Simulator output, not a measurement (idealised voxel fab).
process module | voxel released beams
cross-section cut | 155 nm wide | cells 5 nm
A cross-section is a grid of square cells, given in bands from the top down. A band is one or more rows of cells.
Each band's line starts with the height of the band's top and of its bottom, in nm. Then come its materials from left to right, each with its width in nm. One material with "throughout" fills the band from edge to edge. "air" is empty space.
Height 0 is the level under which the wafer as received is all one material. The lowest band goes on downwards, as in "0 down".
A width such as "30 to 40" changes by the same amount from each row of cells to the next, from the band's top row to its bottom row.
"no change" after a step means that no cell of the cross-section changed.
closed voids: empty space of 8 cells or more with no open way to the top, each as width x height at its distance from the left edge, in nm
after a step's settings: what the simulator itself notes on the step
overlay nm, on a step with a mask: how far to the right of its planned place the mask lay; to the left if negative
plan
1 op RECEIVE | material Si
2 op CONFORMAL_DEP | material SiN | thk nm 10
3 op DIRECTIONAL_DEP | material SiO2 | thk nm 20
4 op PATTERN | tone open | mask id ANCHOR | material resist | width nm 45 | thk nm 20 | overlay nm 0
5 op DIRECTIONAL_ETCH | etch materials SiO2 | depth nm 20
6 op STRIP | etch materials resist
7 op CONFORMAL_DEP | material TiN | thk nm 15
8 op MASKED_ETCH | tone cover | mask id BEAM | width nm 110 | etch materials TiN | depth nm 15 | overlay nm 0
9 op STRIP | etch materials SiO2
as received, after step 1
  0 down: Si throughout
  closed voids: none
a wafer at the end: this start, this plan, one mistake
  45 to 30: air 20 | TiN 110 | air 25
  30 to 20: SiN throughout
  20 to 0: SiO2 throughout
  0 down: Si throughout
  closed voids: none
what went wrong: steps 2 and 3 were swapped
